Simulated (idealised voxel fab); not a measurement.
You're looking at the process module voxel double patterning.
In the cross-section labelled cut, the width is 295 nm and each square cell is 5 nm.
Reading order for cross-sections: top band down to bottom band. Underlying form: a grid of square cells. Band size: one or more rows of cells. Within each band entry, the heights of the top and of the bottom of the band appear first, in that order and in nm; the materials of the band then follow from left to right, each with its corresponding width in nm. The designation "all across" on a single material indicates that it fills the band from edge to edge; the designation "empty" indicates empty space. For the purposes of this specification, 0 denotes the height below which the wafer in its as-received condition is composed wholly of one material, and the lowermost band, lacking a lower limit, extends downward without end, as expressed in "0 -> down". The expression "30 to 40" gives the width at the extremes of the band, the first number at its top row of cells and the second at its bottom row, with the width changing by equal amounts from each row to the next in between. Step marked "nothing altered"? Then no cell in the cross-section changed in it. Closed-off voids of 8+ cells (no open route to the top) go in "Enclosed cavities", written width x height at distance from the left edge, in nm. Whatever follows a step's settings on its line is a remark the simulator itself makes about that step. A step's line can hold "overlay nm"; with a mask on that step, the setting says how far right of the planned place the mask lay, while a negative setting says it lay to the left.
PLAN
1. RECEIVE [material Si]
2. CONFORMAL_DEP [material SiN] [thk nm 5]
3. DIRECTIONAL_DEP [material SiO2] [thk nm 15]
4. DIRECTIONAL_DEP [material SiCN] [thk nm 10]
5. MASKED_ETCH [tone open] [mask id FIRST] [width nm 15] [pitch nm 50] [etch materials SiCN] [depth nm 10] [overlay nm 0]
6. MASKED_ETCH [tone open] [mask id SECOND] [width nm 15] [etch materials SiCN] [depth nm 10] [overlay nm 0]
7. DIRECTIONAL_ETCH [etch materials SiO2] [depth nm 15]
8. STRIP [etch materials SiCN]
Across this set of wafers, the varied parameter is the thk nm of step 2. Starting conditions are identical for every wafer, and the plan reports the value assigned to the first wafer.
CROSS-SECTION, FIRST OF SEVERAL WAFERS, AS DELIVERED AFTER STEP 1
> 0 -> down  Si all across
> Enclosed cavities: none
FIRST OF SEVERAL WAFERS: CROSS-SECTION AT THE END OF THE MODULE, AFTER STEP 8, ITS LAST STEP
> 20 -> 5  115 of SiO2  15 of empty  10 of SiO2  15 of empty  10 of SiO2  15 of empty  115 of SiO2
> 5 -> 0  SiN all across
> 0 -> down  Si all across
> Enclosed cavities: none
SO THIS IS THE CROSS-SECTION ON THE LAST WAFER AT THE END OF THE MODULE
> 35 -> 20  115 of SiO2  15 of empty  10 of SiO2  15 of empty  10 of SiO2  15 of empty  115 of SiO2
> 20 -> 0  SiN all across
> 0 -> down  Si all across
> Enclosed cavities: none
WAFER ROWS; END OF MODULE; CELLS PER MATERIAL SINCE RECEIPT: (+) GAINED, (-) LOST; THEN CLOSED VOIDS
thk nm 5 | +59 SiN | +150 SiO2 | Enclosed cavities: none
thk nm 10 | +118 SiN | +150 SiO2 | Enclosed cavities: none
thk nm 15 | +177 SiN | +150 SiO2 | Enclosed cavities: none
thk nm 20 | +236 SiN | +150 SiO2 | Enclosed cavities: none
